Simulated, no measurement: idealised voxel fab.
Process module heading - voxel self aligned vias
Section shown: cut. Width: 265 nm. Cell size: 5 nm, square.
Format of a cross-section: grid, square cells. Given as bands. Order: top down. Band: one or more rows of cells. Within each band entry, the heights of the top and of the bottom of the band appear first, in that order and in nm; the materials of the band then follow from left to right, each with its corresponding width in nm. The designation "all across" on a single material indicates that it fills the band from edge to edge; the designation "air" indicates empty space. The reference from which all heights are counted is 0, the level beneath which the as-received wafer is entirely one material; the lowest band, having no lower bound, proceeds downward and is written after the example "0 -> down". So if you see something like "30 to 40" for the width, read it as the top row of the band sitting at the first number and the bottom row at the second, with every row in between moving by the same amount as the last. "nothing changed" -> step changed no cross-section cell. "Closed internal cavities" - sealed voids, min. 8 cells, no opening to top; format: width x height at distance (distance from left edge; nm throughout). Anything after a step's settings on that line? It's the simulator's own note about the step. If you see "overlay nm" on a step's line and that step has a mask, it's telling you how far right of where it was planned the mask ended up; a negative number means it went left instead.
This section lists the process steps that were planned:
1: RECEIVE,material Si
2: CONFORMAL_DEP,material SiO2,thk nm 15
3: CONFORMAL_DEP,material SiCN,thk nm 5
4: DIRECTIONAL_DEP,material SiO2,thk nm 30
5: MASKED_ETCH,tone open,mask id LINES,width nm 25,pitch nm 60,etch materials SiO2,depth nm 30,overlay nm 0
6: CONFORMAL_DEP,material TiN,thk nm 5
7: FILL_DEP,material W,thk nm 5
8: CMP,height nm 50
9: SELECTIVE_ETCH,etch materials W Ru TiN,depth nm 10
10: FILL_DEP,material SiN,thk nm 10
11: CMP,height nm 50
12: DIRECTIONAL_DEP,material SiO2,thk nm 15
13: MASKED_ETCH,tone open,mask id VIAS,width nm 45,pitch nm 60,etch materials SiO2,depth nm 15,overlay nm 0
14: MASKED_ETCH,tone open,mask id VIAS,width nm 45,pitch nm 60,etch materials SiN,depth nm 10,overlay nm 0
15: CONFORMAL_DEP,material TiN,thk nm 5
16: FILL_DEP,material Ru,thk nm 5
17: CMP,height nm 65
18: CONFORMAL_DEP,material SiCN,thk nm 5
Shown in cross-section is the wafer as received, that is, as it stands after step 1:
> 0 -> down: Si all across
> Closed internal cavities: none
As-planned run: cross-section of the first of two wafers at end of module:
> 70 -> 65: SiCN all across
> 65 -> 55: 50 SiO2; 5 TiN; 35 Ru; 5 TiN; 15 SiO2; 5 TiN; 35 Ru; 5 TiN; 15 SiO2; 5 TiN; 35 Ru; 5 TiN; 50 SiO2
> 55 -> 45: 50 to 60 SiO2; 15 to 5 TiN; 15 Ru; 15 to 5 TiN; 15 to 35 SiO2; 15 to 5 TiN; 15 Ru; 15 to 5 TiN; 15 to 35 SiO2; 15 to 5 TiN; 15 Ru; 15 to 5 TiN; 50 to 60 SiO2
> 45 -> 40: 60 SiO2; 25 TiN; 35 SiO2; 25 TiN; 35 SiO2; 25 TiN; 60 SiO2
> 40 -> 25: 60 SiO2; 5 TiN; 15 W; 5 TiN; 35 SiO2; 5 TiN; 15 W; 5 TiN; 35 SiO2; 5 TiN; 15 W; 5 TiN; 60 SiO2
> 25 -> 20: 60 SiO2; 25 TiN; 35 SiO2; 25 TiN; 35 SiO2; 25 TiN; 60 SiO2
> 20 -> 15: SiCN all across
> 15 -> 0: SiO2 all across
> 0 -> down: Si all across
> Closed internal cavities: none
What the second wafer looks like in cross-section once the module is done. Its start and its plan matched the first wafer's exactly; what differed was one mistake in how it was run:
> 70 -> 65: SiCN all across
> 65 -> 50: 50 SiO2; 5 TiN; 35 Ru; 5 TiN; 15 SiO2; 5 TiN; 35 Ru; 5 TiN; 15 SiO2; 5 TiN; 35 Ru; 5 TiN; 50 SiO2
> 50 -> 45: 50 SiN; 15 TiN; 15 Ru; 15 TiN; 15 SiN; 15 TiN; 15 Ru; 15 TiN; 15 SiN; 15 TiN; 15 Ru; 15 TiN; 50 SiN
> 45 -> 40: 60 SiO2; 25 TiN; 35 SiO2; 25 TiN; 35 SiO2; 25 TiN; 60 SiO2
> 40 -> 20: 60 SiO2; 5 TiN; 15 W; 5 TiN; 35 SiO2; 5 TiN; 15 W; 5 TiN; 35 SiO2; 5 TiN; 15 W; 5 TiN; 60 SiO2
> 20 -> 15: 60 SiO2; 25 TiN; 35 SiO2; 25 TiN; 35 SiO2; 25 TiN; 60 SiO2
> 15 -> 0: SiO2 all across
> 0 -> down: Si all across
> Closed internal cavities: none
It is concluded that the wafer was processed incorrectly with respect to the plan, in that step 3 of the plan was omitted and not executed
Wrapping up, a cell-based count of both wafers puts the second over or under the first for these materials: Ru +12; SiCN -53; SiN +26; TiN +6; W +9
